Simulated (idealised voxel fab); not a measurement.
The following is a process module called voxel released beams.
Displayed cross-section: cut, width of 205 nm, square cells sized 5 nm.
This document writes a cross-section as a grid whose cells are square, and gives it as bands, listed from the top down; one or more rows of cells form a band.
Heads up on the band format: heights come first, top then bottom, in nm. After that it's the materials left to right, each with its width in nm. A single material flagged "all across" fills the whole band edge to edge, and "blank" means there's empty space there.
The reference from which all heights are counted is 0, the level beneath which the as-received wafer is entirely one material; the lowest band, having no lower bound, proceeds downward and is written after the example "0 and below".
A width such as "30->40" changes by the same amount from each row of cells to the next, from the band's top row to its bottom row.
"remains unaltered" means the step left every cell of the cross-section as it was.
Basically, "Tabulated closed voids" tells you about the enclosed voids: empty spaces with no open way to the top, 8 cells or bigger, each written width x height at distance, where distance is from the left edge, all in nm.
Past the settings on a step's line: simulator remark, on that step.
The line of a step may include "overlay nm". On a step with a mask, this value is how far to the right of its planned place the mask lay. A negative value means the mask lay to the left.

-- Process steps (planned)
1: RECEIVE: material Si
2: CONFORMAL_DEP: material SiN, thk nm 5
3: DIRECTIONAL_DEP: material SiO2, thk nm 20
4: MASKED_ETCH: tone open, mask id ANCHOR, width nm 25, etch materials SiO2, depth nm 20, overlay nm 0
5: CONFORMAL_DEP: material polySi, thk nm 5
6: PATTERN: tone cover, mask id BEAM, material resist, width nm 80, thk nm 20, overlay nm 0
7: DIRECTIONAL_ETCH: etch materials polySi, depth nm 10
8: STRIP: etch materials resist
9: STRIP: etch materials SiO2
All wafers enter the flow in the same state. The thk nm at step 5 differs from wafer to wafer, and the plan gives the value for the first wafer.

-- As-received cross-section, first of several wafers, post step 1
> 0 and below = Si all across
> Tabulated closed voids: none

-- The first of several wafers, seen in cross-section after the module's last step, step 9
> 30 down to 25 = blank=60 | polySi=10 | blank=15 | polySi=55 | blank=65
> 25 down to 10 = blank=65 | polySi=5 | blank=15 | polySi=5 | blank=115
> 10 down to 5 = blank=65 | polySi=25 | blank=115
> 5 down to 0 = SiN all across
> 0 and below = Si all across
> Tabulated closed voids: none

-- So this is the cross-section on the last wafer at the end of the module
> 50 down to 40 = blank=60 | polySi=80 | blank=65
> 40 down to 25 = polySi all across
> 25 down to 5 = SiO2=65 | polySi=25 | SiO2=115
> 5 down to 0 = SiN all across
> 0 and below = Si all across
> Tabulated closed voids: none

-- Tabulated below, wafer by wafer, are the end-of-module results: for each material, the number of cells gained (+) or lost (-) relative to the as-received state, followed by the closed voids
thk nm 5 | +41 SiN | +24 polySi | Tabulated closed voids: none
thk nm 10 | +41 SiN | +48 polySi | Tabulated closed voids: none
thk nm 15 | +41 SiN | +144 SiO2 | +93 polySi | Tabulated closed voids: none
thk nm 20 | +41 SiN | +144 SiO2 | +134 polySi | Tabulated closed voids: none
thk nm 25 | +41 SiN | +144 SiO2 | +175 polySi | Tabulated closed voids: none
